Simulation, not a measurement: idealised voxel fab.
The name of this process module is voxel self aligned vias.
For reference, the cross-section in this document is cut, with width 200 nm and square cells of 5 nm.
In this document a cross-section is written as a grid of square cells. It is given as a series of bands, listed from the top down, and a band is one or more rows of cells.
Per band: top height and bottom height in nm, followed by the left-to-right materials and their widths in nm; "everywhere" marks a single material spanning edge to edge, "blank" marks empty space.
Heights are expressed relative to 0, this being the level below which the as-received wafer comprises one material exclusively. The lowest band is unbounded in the downward direction and is denoted as in "0 -> down".
Note: "30..40" means the width goes from the first number (top row of the band) to the second number (bottom row) in equal steps per row of cells.
Where a step carries "all unchanged", the cross-section came out of it unchanged, cell for cell.
Voids not open to the top, 8 cells minimum: see "Fully closed voids". Written width x height at distance; distance is from the left edge; nm.
What comes after the settings on a step's line is commentary from the simulator itself on that step.
The line of a step may include "overlay nm". On a step with a mask, this value is how far to the right of its planned place the mask lay. A negative value means the mask lay to the left.

### List of planned process steps
1,RECEIVE,material Si
2,CONFORMAL_DEP,material SiO2,thk nm 15
3,CONFORMAL_DEP,material SiCN,thk nm 5
4,DIRECTIONAL_DEP,material lowk,thk nm 20
5,PATTERN,tone open,mask id LINES,material resist,width nm 15,pitch nm 45,thk nm 20,overlay nm 0
6,DIRECTIONAL_ETCH,etch materials lowk,depth nm 20
7,STRIP,etch materials resist
8,CONFORMAL_DEP,material TiN,thk nm 5
9,FILL_DEP,material Ru,thk nm 10
10,CMP,height nm 40
11,SELECTIVE_ETCH,etch materials W Ru TiN,depth nm 10
12,FILL_DEP,material SiN,thk nm 10
13,CMP,height nm 40
14,DIRECTIONAL_DEP,material lowk,thk nm 15
15,MASKED_ETCH,tone open,mask id VIAS,width nm 30,pitch nm 90,etch materials lowk,depth nm 15,overlay nm 0
16,MASKED_ETCH,tone open,mask id VIAS,width nm 30,pitch nm 90,etch materials SiN,depth nm 10,overlay nm 0
17,CONFORMAL_DEP,material TiN,thk nm 5
18,FILL_DEP,material Ru,thk nm 5
19,CMP,height nm 55
20,CONFORMAL_DEP,material SiN,thk nm 5
The wafers are alike at the start. At step 5, their width nm differs. The plan lists the first wafer's value.

### The first of several wafers as received, shown in cross-section; this is its state after step 1
	0 -> down = Si everywhere
	Fully closed voids: none

### Module finished, last step 20 done: cross-section of the first of several wafers
	60 -> 55 = SiN everywhere
	55 -> 45 = 40 of lowk, then 5 of TiN, then 20 of Ru, then 5 of TiN, then 60 of lowk, then 5 of TiN, then 20 of Ru, then 5 of TiN, then 40 of lowk
	45 -> 40 = 40 of lowk, then 15 of TiN, then 5 of Ru, then 10 of TiN, then 60 of lowk, then 15 of TiN, then 5 of Ru, then 10 of TiN, then 40 of lowk
	40 -> 35 = 50 of lowk, then 5 of TiN, then 5 of Ru, then 5 of TiN, then 30 of lowk, then 15 of SiN, then 30 of lowk, then 5 of TiN, then 5 of Ru, then 5 of TiN, then 45 of lowk
	35 -> 30 = 50 of lowk, then 15 of TiN, then 30 of lowk, then 15 of SiN, then 30 of lowk, then 15 of TiN, then 45 of lowk
	30 -> 25 = 50 of lowk, then 5 of TiN, then 5 of Ru, then 5 of TiN, then 30 of lowk, then 5 of TiN, then 5 of Ru, then 5 of TiN, then 30 of lowk, then 5 of TiN, then 5 of Ru, then 5 of TiN, then 45 of lowk
	25 -> 20 = 50 of lowk, then 15 of TiN, then 30 of lowk, then 15 of TiN, then 30 of lowk, then 15 of TiN, then 45 of lowk
	20 -> 15 = SiCN everywhere
	15 -> 0 = SiO2 everywhere
	0 -> down = Si everywhere
	Fully closed voids: none

### Module end, final wafer: cross-section
	60 -> 55 = SiN everywhere
	55 -> 40 = 40 of lowk, then 5 of TiN, then 20 of Ru, then 5 of TiN, then 60 of lowk, then 5 of TiN, then 20 of Ru, then 5 of TiN, then 40 of lowk
	40 -> 35 = 40 of lowk, then 5 of TiN, then 20 of Ru, then 5 of TiN, then 15 of lowk, then 30 of SiN, then 15 of lowk, then 5 of TiN, then 20 of Ru, then 5 of TiN, then 40 of lowk
	35 -> 30 = 40 of lowk, then 30 of TiN, then 15 of lowk, then 30 of SiN, then 15 of lowk, then 30 of TiN, then 40 of lowk
	30 -> 25 = 40 of lowk, then 5 of TiN, then 20 of Ru, then 5 of TiN, then 15 of lowk, then 5 of TiN, then 20 of Ru, then 5 of TiN, then 15 of lowk, then 5 of TiN, then 20 of Ru, then 5 of TiN, then 40 of lowk
	25 -> 20 = 40 of lowk, then 30 of TiN, then 15 of lowk, then 30 of TiN, then 15 of lowk, then 30 of TiN, then 40 of lowk
	20 -> 15 = SiCN everywhere
	15 -> 0 = SiO2 everywhere
	0 -> down = Si everywhere
	Fully closed voids: none

### Below is a per-wafer table. In it, each row describes the wafer at the end of the module by giving, for each material, the number of cells gained (+) or lost (-) since the wafer was received, and after that the closed voids of the wafer
width nm 15 | +23 Ru | +40 SiCN | +46 SiN | +120 SiO2 | +43 TiN | +208 lowk | Fully closed voids: none
width nm 20 | +30 Ru | +40 SiCN | +48 SiN | +120 SiO2 | +46 TiN | +196 lowk | Fully closed voids: none
width nm 25 | +37 Ru | +40 SiCN | +50 SiN | +120 SiO2 | +49 TiN | +184 lowk | Fully closed voids: none
width nm 30 | +44 Ru | +40 SiCN | +52 SiN | +120 SiO2 | +52 TiN | +172 lowk | Fully closed voids: none
